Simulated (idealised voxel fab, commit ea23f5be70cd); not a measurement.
Documented hereafter: the process module known as voxel double patterning.
Square cells of 5 nm make up the cross-section cut, whose width is 160 nm.
When this document writes out a cross-section, it uses a grid of square cells and lists it as bands, beginning at the top and moving down, with a band standing for one or more rows of cells. Quick guide to a band line: top height, bottom height (nm) up front; then every material left to right with its width in nm. Only one material and it's marked "throughout"? Then it fills the band edge to edge. And "empty" just means empty space. Heights are expressed relative to 0, this being the level below which the as-received wafer comprises one material exclusively. The lowest band is unbounded in the downward direction and is denoted as in "from 0 down". Read "30->40" as a graded width: first number on top, second number at the bottom, same change between each pair of neighbouring rows. Take "all unchanged" at face value: in the step it is given for, the cross-section changed in none of its cells. The entry titled "Closed void inventory" provides the empty spaces that have no open way to the top, restricted to those of 8 cells or more. Each is presented as width x height at distance, the distance being measured from the left edge, with all three in nm. Anything after a step's settings on that line? It's the simulator's own note about the step. If you see "overlay nm" on a step's line and that step has a mask, it's telling you how far right of where it was planned the mask ended up; a negative number means it went left instead.
-- Process steps - plan
1 RECEIVE [material Si]
2 CONFORMAL_DEP [material SiO2] [thk nm 10]
3 DIRECTIONAL_DEP [material W] [thk nm 20]
4 DIRECTIONAL_DEP [material SiCN] [thk nm 5]
5 MASKED_ETCH [tone open] [mask id FIRST] [width nm 15] [pitch nm 50] [etch materials SiCN] [depth nm 5] [overlay nm 0]
6 MASKED_ETCH [tone open] [mask id SECOND] [width nm 15] [pitch nm 50] [etch materials SiCN] [depth nm 5] [overlay nm 0]
7 DIRECTIONAL_ETCH [etch materials W] [depth nm 20]
8 STRIP [etch materials SiCN]
-- Cross-section of the wafer as it came to us, i.e., already through step 1
from 0 down: Si throughout
Closed void inventory: none
-- What the wafer looks like in cross-section after this module, when it starts as shown above and follows the plan above but one mistake is made in running it
from 30 to 10: W (20), then empty (15), then W (10), then empty (20), then W (5), then empty (15), then W (10), then empty (20), then W (5), then empty (15), then W (25)
from 10 to 0: SiO2 throughout
from 0 down: Si throughout
Closed void inventory: none
What was done differently from what was planned? step 6 did not use the planned setting and instead ran as MASKED_ETCH [tone open] [mask id SECOND] [width nm 20] [pitch nm 50] [etch materials SiCN] [depth nm 5] [overlay nm 0]
